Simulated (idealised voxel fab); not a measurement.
process module | voxel air gaps
Displayed cross-section: cut, width of 235 nm, square cells sized 5 nm.
A cross-section is a grid of square cells, given in bands from the top down. A band is one or more rows of cells. Band entry format. Leading values: height of top, height of bottom, nm. Remainder: materials in left-to-right order, each with its width in nm. Special words: "throughout" on a single material, which then fills the band edge to edge; "air", empty space. Height datum 0, below which the as-received substrate wafer is one material. Lowest band open at the bottom, running downward: "from 0 down". The two numbers in a width such as "30 to 40" mark its ends across the band: the first belongs to the top row of cells, the second to the bottom row, and from each row to the next the width moves by the same amount. For the purposes of this document, the phrase "nothing was modified" attached to a step denotes that no cell within the cross-section was modified by that step. The entry "Closed void entries" lists the empty spaces that cover at least 8 cells and have no open path to the top. Each is written as width x height at distance, where the distance is measured from the left edge and all three values are in nm. Step line, after settings: the simulator's comment on this step. What "overlay nm" on a step's line means: if the step has a mask, that mask lay this far to the right of its planned place, or, when the value is negative, to the left.
**This section lists the process steps that were planned**
- 1: RECEIVE,material Si
- 2: CONFORMAL_DEP,material SiO2,thk nm 15
- 3: CONFORMAL_DEP,material SiCN,thk nm 5
- 4: DIRECTIONAL_DEP,material SiO2,thk nm 35
- 5: MASKED_ETCH,tone open,mask id LINES,width nm 25,pitch nm 50,etch materials SiO2,depth nm 35,overlay nm -15
- 6: CONFORMAL_DEP,material TiN,thk nm 5
- 7: FILL_DEP,material W,thk nm 10
- 8: CMP,height nm 55
- 9: EPI,material Ru,thk nm 10
- 10: SELECTIVE_ETCH,etch materials SiO2,depth nm 45
- 11: CONFORMAL_DEP,material SiCN,thk nm 5
Across this set of wafers, the varied parameter is the overlay nm of step 5. Starting conditions are identical for every wafer, and the plan reports the value assigned to the first wafer.
**Step 1 complete: as-received cross-section of the first of several wafers**
    from 0 down  Si throughout
    Closed void entries: none
**Wafer cross-section (first of several) - module end, post step 11 (last step)**
    from 70 to 65  25 air; 155 SiCN; 55 air
    from 65 to 55  25 air; 5 SiCN; 45 Ru; 5 SiCN; 45 Ru; 5 SiCN; 45 Ru; 5 SiCN; 55 air
    from 55 to 50  25 air; 15 SiCN; 5 TiN; 15 W; 5 TiN; 25 SiCN; 5 TiN; 15 W; 5 TiN; 25 SiCN; 5 TiN; 15 W; 5 TiN; 15 SiCN; 55 air
    from 50 to 25  35 air; 5 SiCN; 5 TiN; 15 W; 5 TiN; 5 SiCN; 15 air; 5 SiCN; 5 TiN; 15 W; 5 TiN; 5 SiCN; 15 air; 5 SiCN; 5 TiN; 15 W; 5 TiN; 5 SiCN; 65 air
    from 25 to 20  40 SiCN; 25 TiN; 25 SiCN; 25 TiN; 25 SiCN; 25 TiN; 70 SiCN
    from 20 to 15  SiCN throughout
    from 15 to 0  SiO2 throughout
    from 0 down  Si throughout
    Closed void entries: 15 x 25 at 70; 15 x 25 at 120
**Last wafer x-sec, end of module**
    from 70 to 65  55 air; 155 SiCN; 25 air
    from 65 to 55  55 air; 5 SiCN; 45 Ru; 5 SiCN; 45 Ru; 5 SiCN; 45 Ru; 5 SiCN; 25 air
    from 55 to 50  55 air; 15 SiCN; 5 TiN; 15 W; 5 TiN; 25 SiCN; 5 TiN; 15 W; 5 TiN; 25 SiCN; 5 TiN; 15 W; 5 TiN; 15 SiCN; 25 air
    from 50 to 25  65 air; 5 SiCN; 5 TiN; 15 W; 5 TiN; 5 SiCN; 15 air; 5 SiCN; 5 TiN; 15 W; 5 TiN; 5 SiCN; 15 air; 5 SiCN; 5 TiN; 15 W; 5 TiN; 5 SiCN; 35 air
    from 25 to 20  70 SiCN; 25 TiN; 25 SiCN; 25 TiN; 25 SiCN; 25 TiN; 40 SiCN
    from 20 to 15  SiCN throughout
    from 15 to 0  SiO2 throughout
    from 0 down  Si throughout
    Closed void entries: 15 x 25 at 100; 15 x 25 at 150
**wafer rows; end of module; cells per material since receipt: (+) gained, (-) lost; then closed voids**
overlay nm -15, +54 Ru, +164 SiCN, +141 SiO2, +51 TiN, +54 W, Closed void entries: 15 x 25 at 70; 15 x 25 at 120
overlay nm -10, +54 Ru, +164 SiCN, +141 SiO2, +51 TiN, +54 W, Closed void entries: 15 x 25 at 75; 15 x 25 at 125
overlay nm -5, +54 Ru, +164 SiCN, +141 SiO2, +51 TiN, +54 W, Closed void entries: 15 x 25 at 80; 15 x 25 at 130
overlay nm 0, +54 Ru, +164 SiCN, +141 SiO2, +51 TiN, +54 W, Closed void entries: 15 x 25 at 85; 15 x 25 at 135
overlay nm 5, +54 Ru, +164 SiCN, +141 SiO2, +51 TiN, +54 W, Closed void entries: 15 x 25 at 90; 15 x 25 at 140
overlay nm 10, +54 Ru, +164 SiCN, +141 SiO2, +51 TiN, +54 W, Closed void entries: 15 x 25 at 95; 15 x 25 at 145
overlay nm 15, +54 Ru, +164 SiCN, +141 SiO2, +51 TiN, +54 W, Closed void entries: 15 x 25 at 100; 15 x 25 at 150
